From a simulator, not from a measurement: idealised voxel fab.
Presented below is a process module, voxel capacitor over wiring.
Shown is cross-section cut, with a width of 255 nm and square cells of size 5 nm.
Heads up, the way a cross-section reads in here is a grid of square cells, handed over as bands from the top down, with every band being one or more rows of cells.
The band entry comprises the height of the band's top followed by the height of its bottom, expressed in nm, and subsequently the band's materials from left to right, each stated together with its width in nm. Where a single material is marked with the word "throughout", that material fills the band from edge to edge. The word "empty" represents empty space.
All heights in this document are referenced to 0, defined as the level beneath which the wafer, as received, consists entirely of one material. The lowest band is not bounded below; it extends indefinitely downward and is written in the form "z 0 and below".
A two-number width, for instance "30..40", indicates that the width is equal to the first number in the top row of the band and to the second number in the bottom row, and that it changes by a constant amount per row of cells.
"same as before" after a step means that no cell of the cross-section changed.
So "Closed cavity list" is basically the list of trapped voids: any empty space of 8 cells or more that can't reach the top through an opening. They're written width x height at distance, the distance being from the left edge, and it's all nm.
Anything after a step's settings on that line? It's the simulator's own note about the step.
overlay nm: mask right of planned place by this much (step with mask). Neg. = left.
## Here's what the planned process steps look like
step 1: RECEIVE [material Si]
step 2: CONFORMAL_DEP [material SiO2] [thk nm 15]
step 3: DIRECTIONAL_DEP [material TiN] [thk nm 5]
step 4: DIRECTIONAL_DEP [material W] [thk nm 15]
step 5: MASKED_ETCH [tone cover] [mask id METAL_1] [width nm 25] [pitch nm 85] [etch materials W] [depth nm 15] [overlay nm 0]
step 6: MASKED_ETCH [tone cover] [mask id METAL_1] [width nm 25] [pitch nm 85] [etch materials TiN] [depth nm 5] [overlay nm 0]
step 7: CONFORMAL_DEP [material SiCN] [thk nm 5]
step 8: FILL_DEP [material lowk] [thk nm 10]
step 9: CMP [height nm 35]
step 10: CONFORMAL_DEP [material SiCN] [thk nm 5]
step 11: DIRECTIONAL_DEP [material lowk] [thk nm 10]
step 12: DIRECTIONAL_DEP [material aC] [thk nm 15]
step 13: PATTERN [tone open] [mask id PLUG_1] [material resist] [width nm 15] [thk nm 30] [overlay nm 0]
step 14: DIRECTIONAL_ETCH [etch materials aC] [depth nm 15]
step 15: STRIP [etch materials resist]
step 16: DIRECTIONAL_ETCH [etch materials lowk] [depth nm 10]
step 17: DIRECTIONAL_ETCH [etch materials SiCN] [depth nm 5]
step 18: STRIP [etch materials aC]
step 19: CONFORMAL_DEP [material TiN] [thk nm 5]
step 20: FILL_DEP [material Cu] [thk nm 5]
step 21: CMP [height nm 50]
step 22: DIRECTIONAL_DEP [material TiN] [thk nm 5]
step 23: DIRECTIONAL_DEP [material HfO2] [thk nm 5]
step 24: DIRECTIONAL_DEP [material TiN] [thk nm 10]
step 25: DIRECTIONAL_DEP [material aC] [thk nm 15]
step 26: PATTERN [tone cover] [mask id UPPER_PLATE] [material resist] [width nm 65] [thk nm 35] [overlay nm 0]
step 27: DIRECTIONAL_ETCH [etch materials aC] [depth nm 15]
step 28: STRIP [etch materials resist]
step 29: DIRECTIONAL_ETCH [etch materials TiN] [depth nm 10]
step 30: DIRECTIONAL_ETCH [etch materials HfO2] [depth nm 5]
step 31: STRIP [etch materials aC]
step 32: DIRECTIONAL_DEP [material aC] [thk nm 15]
step 33: PATTERN [tone cover] [mask id LOWER_PLATE] [material resist] [width nm 75] [thk nm 30] [overlay nm 0]
step 34: DIRECTIONAL_ETCH [etch materials aC] [depth nm 15]
step 35: STRIP [etch materials resist]
step 36: DIRECTIONAL_ETCH [etch materials TiN] [depth nm 5]
step 37: STRIP [etch materials aC]
step 38: FILL_DEP [material SiO2] [thk nm 20]
step 39: CMP [height nm 85]
step 40: PATTERN [tone open] [mask id PLUG_2] [material resist] [width nm 15] [thk nm 15] [overlay nm 0]
step 41: DIRECTIONAL_ETCH [etch materials SiO2] [depth nm 15]
step 42: STRIP [etch materials resist]
step 43: CONFORMAL_DEP [material TiN] [thk nm 5]
step 44: FILL_DEP [material Cu] [thk nm 5]
step 45: CMP [height nm 85]
step 46: CONFORMAL_DEP [material SiCN] [thk nm 5]
## as received, after step 1
    z 0 and below: Si throughout
    Closed cavity list: none
## Cross-sectional view of the first of the two wafers upon completion of the module, processed in accordance with the plan
    z 90 to 85: SiCN throughout
    z 85 to 75: 90 SiO2, 5 TiN, 5 Cu, 5 TiN, 150 SiO2
    z 75 to 70: 90 SiO2, 15 TiN, 150 SiO2
    z 70 to 60: 80 SiO2, 65 TiN, 110 SiO2
    z 60 to 55: 80 SiO2, 65 HfO2, 110 SiO2
    z 55 to 50: 75 SiO2, 75 TiN, 105 SiO2
    z 50 to 40: 80 lowk, 5 TiN, 5 Cu, 5 TiN, 160 lowk
    z 40 to 35: 80 SiCN, 15 TiN, 160 SiCN
    z 35 to 20: 65 lowk, 5 SiCN, 25 W, 5 SiCN, 50 lowk, 5 SiCN, 25 W, 5 SiCN, 70 lowk
    z 20 to 15: 70 SiCN, 25 TiN, 60 SiCN, 25 TiN, 75 SiCN
    z 15 to 0: SiO2 throughout
    z 0 and below: Si throughout
    Closed cavity list: none
## This cross-section belongs to the second wafer of two at the end of the module; the start and the plan were shared with the first, and the run included one mistake
    z 90 to 85: SiCN throughout
    z 85 to 80: 90 SiO2, 15 TiN, 150 SiO2
    z 80 to 70: 80 SiO2, 65 TiN, 110 SiO2
    z 70 to 65: 80 SiO2, 65 HfO2, 110 SiO2
    z 65 to 60: 75 SiO2, 75 TiN, 105 SiO2
    z 60 to 50: TiN throughout
    z 50 to 40: 80 lowk, 5 TiN, 5 Cu, 5 TiN, 160 lowk
    z 40 to 35: 80 SiCN, 15 TiN, 160 SiCN
    z 35 to 20: 65 lowk, 5 SiCN, 25 W, 5 SiCN, 50 lowk, 5 SiCN, 25 W, 5 SiCN, 70 lowk
    z 20 to 15: 70 SiCN, 25 TiN, 60 SiCN, 25 TiN, 75 SiCN
    z 15 to 0: SiO2 throughout
    z 0 and below: Si throughout
    Closed cavity list: none
Want to know what went wrong? step 22 went in with a setting other than planned; the actual run was DIRECTIONAL_DEP [material TiN] [thk nm 15]
The final cell counts differ between the wafers, with the second having more or fewer of some materials than the first: -2 Cu, -96 SiO2, +98 TiN
